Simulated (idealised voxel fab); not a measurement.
Proc. module: voxel quadruple lines
Section cut is 205 nm wide and gridded with 5 nm square cells.
Cross-sections here: square-cell grids, written as top-down lists of bands, a band being one or more rows of cells.
A band entry consists of two parts. The first gives the height of the band's top and the height of its bottom, in nm. The rest lists the band's materials from left to right, each with its width in nm. A single material labelled with the word "everywhere" fills the band from edge to edge, and the word "air" marks empty space.
Below 0: as-received wafer, all one material; heights counted from there. Lowest band: no bottom, goes on down, written "0 nm and below".
Read "30->40" as a graded width: first number on top, second number at the bottom, same change between each pair of neighbouring rows.
The cross-section has no changed cell in any step marked "changes: none".
"Trapped void list" enumerates empty spaces isolated from the top, with no open way to it, that contain at least 8 cells, giving each as width x height at distance from the left edge, all three in nm.
Heads up: the bit after the settings on a step's line is the simulator's remark on that step.
If you see "overlay nm" on a step's line and that step has a mask, it's telling you how far right of where it was planned the mask ended up; a negative number means it went left instead.
Read the rest as pairs. Take the cross-section before one process step, then the cross-section after it, which shows only down to the lowest band that changed. Under the pair, find the step between them and its settings. Bear in mind that pairs may come from different runs of this module on the same starting wafer: link a pair to the pair above it only where its entry headed "Prior to step" says to.
**Prior to step**
* 55 nm to 35 nm  air 95 nm, aC 20 nm, air 90 nm
* 35 nm to 20 nm  polySi everywhere
* 20 nm to 5 nm  Ru everywhere
* 5 nm to 0 nm  SiO2 everywhere
* 0 nm and below  Si everywhere
* Trapped void list: none
**Cut View, Post-Step**
* 70 nm to 55 nm  air 80 nm, SiO2 50 nm, air 75 nm
* 55 nm to 50 nm  air 80 nm, SiO2 15 nm, aC 20 nm, SiO2 15 nm, air 75 nm
* 50 nm to 35 nm  SiO2 95 nm, aC 20 nm, SiO2 90 nm
* Everything below 35 is unchanged.
* Trapped void list: none
In between the cross-sections above, the run called for CONFORMAL_DEP with material SiO2, thk nm 15
Prior to step: Please consult the pair immediately above; the cross-section it shows after its step is the state before this step.
**Cut View, Post-Step**
* 55 nm to 35 nm  air 80 nm, SiO2 15 nm, aC 20 nm, SiO2 15 nm, air 75 nm
* Everything below 35 is unchanged.
* Trapped void list: none
In between the cross-sections above, the run called for DIRECTIONAL_ETCH with etch materials SiO2, depth nm 15
Prior to step: Please consult the pair immediately above; the cross-section it shows after its step is the state before this step.
**Cut View, Post-Step**
* 55 nm to 35 nm  air 80 nm, SiO2 15 nm, air 20 nm, SiO2 15 nm, air 75 nm
* Everything below 35 is unchanged.
* Trapped void list: none
In between the cross-sections above, the run called for STRIP with etch materials aC
Prior to step: Please consult the pair immediately above; the cross-section it shows after its step is the state before this step.
**Cut View, Post-Step**
* 55 nm to 35 nm  air 80 nm, SiO2 15 nm, air 20 nm, SiO2 15 nm, air 75 nm
* 35 nm to 20 nm  air 80 nm, polySi 15 nm, air 20 nm, polySi 15 nm, air 75 nm
* Everything below 20 is unchanged.
* Trapped void list: none
In between the cross-sections above, the run called for DIRECTIONAL_ETCH with etch materials polySi, depth nm 15
Prior to step: Please consult the pair immediately above; the cross-section it shows after its step is the state before this step.
**Cut View, Post-Step**
* 35 nm to 20 nm  air 80 nm, polySi 15 nm, air 20 nm, polySi 15 nm, air 75 nm
* Everything below 20 is unchanged.
* Trapped void list: none
In between the cross-sections above, the run called for STRIP with etch materials SiO2
Prior to step: Please consult the pair immediately above; the cross-section it shows after its step is the state before this step.
**Cut View, Post-Step**
* 40 nm to 35 nm  air 75 nm, SiCN 25 nm, air 10 nm, SiCN 25 nm, air 70 nm
* 35 nm to 25 nm  air 75 nm, SiCN 5 nm, polySi 15 nm, SiCN 5 nm, air 10 nm, SiCN 5 nm, polySi 15 nm, SiCN 5 nm, air 70 nm
* 25 nm to 20 nm  SiCN 80 nm, polySi 15 nm, SiCN 20 nm, polySi 15 nm, SiCN 75 nm
* Everything below 20 is unchanged.
* Trapped void list: none
In between the cross-sections above, the run called for CONFORMAL_DEP with material SiCN, thk nm 5
Prior to step: Please consult the pair immediately above; the cross-section it shows after its step is the state before this step.
**Cut View, Post-Step**
* 35 nm to 20 nm  air 75 nm, SiCN 5 nm, polySi 15 nm, SiCN 5 nm, air 10 nm, SiCN 5 nm, polySi 15 nm, SiCN 5 nm, air 70 nm
* Everything below 20 is unchanged.
* Trapped void list: none
In between the cross-sections above, the run called for DIRECTIONAL_ETCH with etch materials SiCN, depth nm 5
Prior to step: Please consult the pair immediately above; the cross-section it shows after its step is the state before this step.
**Cut View, Post-Step**
* 35 nm to 20 nm  air 75 nm, SiCN 5 nm, air 15 nm, SiCN 5 nm, air 10 nm, SiCN 5 nm, air 15 nm, SiCN 5 nm, air 70 nm
* Everything below 20 is unchanged.
* Trapped void list: none
In between the cross-sections above, the run called for STRIP with etch materials polySi
Prior to step: Please consult the pair immediately above; the cross-section it shows after its step is the state before this step.
**Cut View, Post-Step**
* 35 nm to 20 nm  air 75 nm, SiCN 5 nm, air 15 nm, SiCN 5 nm, air 10 nm, SiCN 5 nm, air 15 nm, SiCN 5 nm, air 70 nm
* 20 nm to 5 nm  air 75 nm, Ru 5 nm, air 15 nm, Ru 5 nm, air 10 nm, Ru 5 nm, air 15 nm, Ru 5 nm, air 70 nm
* Everything below 5 is unchanged.
* Trapped void list: none
In between the cross-sections above, the run called for DIRECTIONAL_ETCH with etch materials Ru, depth nm 15
Prior to step: Please consult the pair immediately above; the cross-section it shows after its step is the state before this step.
**Cut View, Post-Step**
* 20 nm to 5 nm  air 75 nm, Ru 5 nm, air 15 nm, Ru 5 nm, air 10 nm, Ru 5 nm, air 15 nm, Ru 5 nm, air 70 nm
* Everything below 5 is unchanged.
* Trapped void list: none
In between the cross-sections above, the run called for STRIP with etch materials SiCN
Prior to step: Please consult the pair immediately above; the cross-section it shows after its step is the state before this step.
**Cut View, Post-Step**
* 25 nm to 20 nm  lowk everywhere
* 20 nm to 5 nm  lowk 75 nm, Ru 5 nm, lowk 15 nm, Ru 5 nm, lowk 10 nm, Ru 5 nm, lowk 15 nm, Ru 5 nm, lowk 70 nm
* Everything below 5 is unchanged.
* Trapped void list: none
In between the cross-sections above, the run called for FILL_DEP with material lowk, thk nm 5
Prior to step: Please consult the pair immediately above; the cross-section it shows after its step is the state before this step.
**Cut View, Post-Step**
* 20 nm to 5 nm  lowk 75 nm, Ru 5 nm, lowk 15 nm, Ru 5 nm, lowk 10 nm, Ru 5 nm, lowk 15 nm, Ru 5 nm, lowk 70 nm
* Everything below 5 is unchanged.
* Trapped void list: none
In between the cross-sections above, the run called for CMP with height nm 20
**Prior to step**
* 55 nm to 35 nm  aC everywhere
* 35 nm to 20 nm  polySi everywhere
* 20 nm to 5 nm  Ru everywhere
* 5 nm to 0 nm  SiO2 everywhere
* 0 nm and below  Si everywhere
* Trapped void list: none
**Cut View, Post-Step**
* 80 nm to 55 nm  air 95 nm, resist 25 nm, air 85 nm
* Everything below 55 is unchanged.
* Trapped void list: none
In between the cross-sections above, the run called for PATTERN with tone cover, mask id MANDREL, material resist, width nm 25, thk nm 25, overlay nm 5
Prior to step: Please consult the pair immediately above; the cross-section it shows after its step is the state before this step.
**Cut View, Post-Step**
* 60 nm to 55 nm  air 95 nm, resist 25 nm, air 85 nm
* 55 nm to 35 nm  air 95 nm, aC 25 nm, air 85 nm
* Everything below 35 is unchanged.
* Trapped void list: none
In between the cross-sections above, the run called for DIRECTIONAL_ETCH with etch materials aC, depth nm 20
Prior to step: Please consult the pair immediately above; the cross-section it shows after its step is the state before this step.
**Cut View, Post-Step**
* 55 nm to 35 nm  air 95 nm, aC 25 nm, air 85 nm
* Everything below 35 is unchanged.
* Trapped void list: none
In between the cross-sections above, the run called for STRIP with etch materials resist
Prior to step: Please consult the pair immediately above; the cross-section it shows after its step is the state before this step.
**Cut View, Post-Step**
* 70 nm to 55 nm  air 80 nm, SiO2 55 nm, air 70 nm
* 55 nm to 50 nm  air 80 nm, SiO2 15 nm, aC 25 nm, SiO2 15 nm, air 70 nm
* 50 nm to 35 nm  SiO2 95 nm, aC 25 nm, SiO2 85 nm
* Everything below 35 is unchanged.
* Trapped void list: none
In between the cross-sections above, the run called for CONFORMAL_DEP with material SiO2, thk nm 15
Prior to step: Please consult the pair immediately above; the cross-section it shows after its step is the state before this step.
**Cut View, Post-Step**
* 55 nm to 35 nm  air 80 nm, SiO2 15 nm, aC 25 nm, SiO2 15 nm, air 70 nm
* Everything below 35 is unchanged.
* Trapped void list: none
In between the cross-sections above, the run called for DIRECTIONAL_ETCH with etch materials SiO2, depth nm 15
Prior to step: Please consult the pair immediately above; the cross-section it shows after its step is the state before this step.
**Cut View, Post-Step**
* 55 nm to 35 nm  air 80 nm, SiO2 15 nm, air 25 nm, SiO2 15 nm, air 70 nm
* Everything below 35 is unchanged.
* Trapped void list: none
In between the cross-sections above, the run called for STRIP with etch materials aC
Prior to step: Please consult the pair immediately above; the cross-section it shows after its step is the state before this step.
**Cut View, Post-Step**
* 55 nm to 35 nm  air 80 nm, SiO2 15 nm, air 25 nm, SiO2 15 nm, air 70 nm
* 35 nm to 20 nm  air 80 nm, polySi 15 nm, air 25 nm, polySi 15 nm, air 70 nm
* Everything below 20 is unchanged.
* Trapped void list: none
In between the cross-sections above, the run called for DIRECTIONAL_ETCH with etch materials polySi, depth nm 15
Prior to step: Please consult the pair immediately above; the cross-section it shows after its step is the state before this step.
**Cut View, Post-Step**
* 35 nm to 20 nm  air 80 nm, polySi 15 nm, air 25 nm, polySi 15 nm, air 70 nm
* Everything below 20 is unchanged.
* Trapped void list: none
In between the cross-sections above, the run called for STRIP with etch materials SiO2
Prior to step: Please consult the pair immediately above; the cross-section it shows after its step is the state before this step.
**Cut View, Post-Step**
* 40 nm to 35 nm  air 75 nm, SiCN 25 nm, air 15 nm, SiCN 25 nm, air 65 nm
* 35 nm to 25 nm  air 75 nm, SiCN 5 nm, polySi 15 nm, SiCN 5 nm, air 15 nm, SiCN 5 nm, polySi 15 nm, SiCN 5 nm, air 65 nm
* 25 nm to 20 nm  SiCN 80 nm, polySi 15 nm, SiCN 25 nm, polySi 15 nm, SiCN 70 nm
* Everything below 20 is unchanged.
* Trapped void list: none
In between the cross-sections above, the run called for CONFORMAL_DEP with material SiCN, thk nm 5
Prior to step: Please consult the pair immediately above; the cross-section it shows after its step is the state before this step.
**Cut View, Post-Step**
* 35 nm to 20 nm  air 75 nm, SiCN 5 nm, polySi 15 nm, SiCN 5 nm, air 15 nm, SiCN 5 nm, polySi 15 nm, SiCN 5 nm, air 65 nm
* Everything below 20 is unchanged.
* Trapped void list: none
In between the cross-sections above, the run called for DIRECTIONAL_ETCH with etch materials SiCN, depth nm 5
Prior to step: Please consult the pair immediately above; the cross-section it shows after its step is the state before this step.
**Cut View, Post-Step**
* 35 nm to 20 nm  air 75 nm, SiCN 5 nm, air 15 nm, SiCN 5 nm, air 15 nm, SiCN 5 nm, air 15 nm, SiCN 5 nm, air 65 nm
* Everything below 20 is unchanged.
* Trapped void list: none
In between the cross-sections above, the run called for STRIP with etch materials polySi
Prior to step: Please consult the pair immediately above; the cross-section it shows after its step is the state before this step.
**Cut View, Post-Step**
* 35 nm to 20 nm  air 75 nm, SiCN 5 nm, air 15 nm, SiCN 5 nm, air 15 nm, SiCN 5 nm, air 15 nm, SiCN 5 nm, air 65 nm
* 20 nm to 5 nm  air 75 nm, Ru 5 nm, air 15 nm, Ru 5 nm, air 15 nm, Ru 5 nm, air 15 nm, Ru 5 nm, air 65 nm
* Everything below 5 is unchanged.
* Trapped void list: none
In between the cross-sections above, the run called for DIRECTIONAL_ETCH with etch materials Ru, depth nm 15
Prior to step: Please consult the pair immediately above; the cross-section it shows after its step is the state before this step.
**Cut View, Post-Step**
* 20 nm to 5 nm  air 75 nm, Ru 5 nm, air 15 nm, Ru 5 nm, air 15 nm, Ru 5 nm, air 15 nm, Ru 5 nm, air 65 nm
* Everything below 5 is unchanged.
* Trapped void list: none
In between the cross-sections above, the run called for STRIP with etch materials SiCN
Prior to step: Please consult the pair immediately above; the cross-section it shows after its step is the state before this step.
**Cut View, Post-Step**
* 25 nm to 20 nm  lowk everywhere
* 20 nm to 5 nm  lowk 75 nm, Ru 5 nm, lowk 15 nm, Ru 5 nm, lowk 15 nm, Ru 5 nm, lowk 15 nm, Ru 5 nm, lowk 65 nm
* Everything below 5 is unchanged.
* Trapped void list: none
In between the cross-sections above, the run called for FILL_DEP with material lowk, thk nm 5
Prior to step: Please consult the pair immediately above; the cross-section it shows after its step is the state before this step.
**Cut View, Post-Step**
* 20 nm to 5 nm  lowk 75 nm, Ru 5 nm, lowk 15 nm, Ru 5 nm, lowk 15 nm, Ru 5 nm, lowk 15 nm, Ru 5 nm, lowk 65 nm
* Everything below 5 is unchanged.
* Trapped void list: none
In between the cross-sections above, the run called for CMP with height nm 20
**Prior to step**
* 20 nm to 5 nm  air 70 nm, Ru 5 nm, air 15 nm, Ru 5 nm, air 15 nm, Ru 5 nm, air 15 nm, Ru 5 nm, air 70 nm
* 5 nm to 0 nm  SiO2 everywhere
* 0 nm and below  Si everywhere
* Trapped void list: none
**Cut View, Post-Step**
* 25 nm to 20 nm  SiO2 everywhere
* 20 nm to 5 nm  SiO2 70 nm, Ru 5 nm, SiO2 15 nm, Ru 5 nm, SiO2 15 nm, Ru 5 nm, SiO2 15 nm, Ru 5 nm, SiO2 70 nm
* Everything below 5 is unchanged.
* Trapped void list: none
In between the cross-sections above, the run called for FILL_DEP with material SiO2, thk nm 5
Prior to step: Please consult the pair immediately above; the cross-section it shows after its step is the state before this step.
**Cut View, Post-Step**
* 20 nm to 5 nm  SiO2 70 nm, Ru 5 nm, SiO2 15 nm, Ru 5 nm, SiO2 15 nm, Ru 5 nm, SiO2 15 nm, Ru 5 nm, SiO2 70 nm
* Everything below 5 is unchanged.
* Trapped void list: none
In between the cross-sections above, the run called for CMP with height nm 20
**Prior to step**
* 55 nm to 35 nm  aC everywhere
* 35 nm to 20 nm  polySi everywhere
* 20 nm to 5 nm  Ru everywhere
* 5 nm to 0 nm  SiO2 everywhere
* 0 nm and below  Si everywhere
* Trapped void list: none
**Cut View, Post-Step**
* 80 nm to 55 nm  resist 90 nm, air 25 nm, resist 90 nm
* Everything below 55 is unchanged.
* Trapped void list: none
In between the cross-sections above, the run called for PATTERN with tone open, mask id MANDREL, material resist, width nm 25, thk nm 25, overlay nm 0
Prior to step: Please consult the pair immediately above; the cross-section it shows after its step is the state before this step.
**Cut View, Post-Step**
* 60 nm to 55 nm  resist 90 nm, air 25 nm, resist 90 nm
* 55 nm to 35 nm  aC 90 nm, air 25 nm, aC 90 nm
* Everything below 35 is unchanged.
* Trapped void list: none
In between the cross-sections above, the run called for DIRECTIONAL_ETCH with etch materials aC, depth nm 20
Prior to step: Please consult the pair immediately above; the cross-section it shows after its step is the state before this step.
**Cut View, Post-Step**
* 55 nm to 35 nm  aC 90 nm, air 25 nm, aC 90 nm
* Everything below 35 is unchanged.
* Trapped void list: none
In between the cross-sections above, the run called for STRIP with etch materials resist
Prior to step: Please consult the pair immediately above; the cross-section it shows after its step is the state before this step.
**Cut View, Post-Step**
* 70 nm to 55 nm  SiO2 everywhere
* 55 nm to 35 nm  aC 90 nm, SiO2 25 nm, aC 90 nm
* Everything below 35 is unchanged.
* Trapped void list: none
In between the cross-sections above, the run called for CONFORMAL_DEP with material SiO2, thk nm 15
Prior to step: Please consult the pair immediately above; the cross-section it shows after its step is the state before this step.
**Cut View, Post-Step**
* 55 nm to 35 nm  aC 90 nm, SiO2 25 nm, aC 90 nm
* Everything below 35 is unchanged.
* Trapped void list: none
In between the cross-sections above, the run called for DIRECTIONAL_ETCH with etch materials SiO2, depth nm 15
Prior to step: Please consult the pair immediately above; the cross-section it shows after its step is the state before this step.
**Cut View, Post-Step**
* 55 nm to 35 nm  air 90 nm, SiO2 25 nm, air 90 nm
* Everything below 35 is unchanged.
* Trapped void list: none
In between the cross-sections above, the run called for STRIP with etch materials aC
Prior to step: Please consult the pair immediately above; the cross-section it shows after its step is the state before this step.
**Cut View, Post-Step**
* 55 nm to 35 nm  air 90 nm, SiO2 25 nm, air 90 nm
* 35 nm to 20 nm  air 90 nm, polySi 25 nm, air 90 nm
* Everything below 20 is unchanged.
* Trapped void list: none
In between the cross-sections above, the run called for DIRECTIONAL_ETCH with etch materials polySi, depth nm 15
Prior to step: Please consult the pair immediately above; the cross-section it shows after its step is the state before this step.
**Cut View, Post-Step**
* 35 nm to 20 nm  air 90 nm, polySi 25 nm, air 90 nm
* Everything below 20 is unchanged.
* Trapped void list: none
In between the cross-sections above, the run called for STRIP with etch materials SiO2
Prior to step: Please consult the pair immediately above; the cross-section it shows after its step is the state before this step.
**Cut View, Post-Step**
* 40 nm to 35 nm  air 85 nm, SiCN 35 nm, air 85 nm
* 35 nm to 25 nm  air 85 nm, SiCN 5 nm, polySi 25 nm, SiCN 5 nm, air 85 nm
* 25 nm to 20 nm  SiCN 90 nm, polySi 25 nm, SiCN 90 nm
* Everything below 20 is unchanged.
* Trapped void list: none
In between the cross-sections above, the run called for CONFORMAL_DEP with material SiCN, thk nm 5
Prior to step: Please consult the pair immediately above; the cross-section it shows after its step is the state before this step.
**Cut View, Post-Step**
* 35 nm to 20 nm  air 85 nm, SiCN 5 nm, polySi 25 nm, SiCN 5 nm, air 85 nm
* Everything below 20 is unchanged.
* Trapped void list: none
In between the cross-sections above, the run called for DIRECTIONAL_ETCH with etch materials SiCN, depth nm 5
Prior to step: Please consult the pair immediately above; the cross-section it shows after its step is the state before this step.
**Cut View, Post-Step**
* 35 nm to 20 nm  air 85 nm, SiCN 5 nm, air 25 nm, SiCN 5 nm, air 85 nm
* Everything below 20 is unchanged.
* Trapped void list: none
In between the cross-sections above, the run called for STRIP with etch materials polySi
Prior to step: Please consult the pair immediately above; the cross-section it shows after its step is the state before this step.
**Cut View, Post-Step**
* 35 nm to 20 nm  air 85 nm, SiCN 5 nm, air 25 nm, SiCN 5 nm, air 85 nm
* 20 nm to 5 nm  air 85 nm, Ru 5 nm, air 25 nm, Ru 5 nm, air 85 nm
* Everything below 5 is unchanged.
* Trapped void list: none
In between the cross-sections above, the run called for DIRECTIONAL_ETCH with etch materials Ru, depth nm 15
Prior to step: Please consult the pair immediately above; the cross-section it shows after its step is the state before this step.
**Cut View, Post-Step**
* 20 nm to 5 nm  air 85 nm, Ru 5 nm, air 25 nm, Ru 5 nm, air 85 nm
* Everything below 5 is unchanged.
* Trapped void list: none
In between the cross-sections above, the run called for STRIP with etch materials SiCN
Prior to step: Please consult the pair immediately above; the cross-section it shows after its step is the state before this step.
**Cut View, Post-Step**
* 25 nm to 20 nm  lowk everywhere
* 20 nm to 5 nm  lowk 85 nm, Ru 5 nm, lowk 25 nm, Ru 5 nm, lowk 85 nm
* Everything below 5 is unchanged.
* Trapped void list: none
In between the cross-sections above, the run called for FILL_DEP with material lowk, thk nm 5
Prior to step: Please consult the pair immediately above; the cross-section it shows after its step is the state before this step.
**Cut View, Post-Step**
* 20 nm to 5 nm  lowk 85 nm, Ru 5 nm, lowk 25 nm, Ru 5 nm, lowk 85 nm
* Everything below 5 is unchanged.
* Trapped void list: none
In between the cross-sections above, the run called for CMP with height nm 20
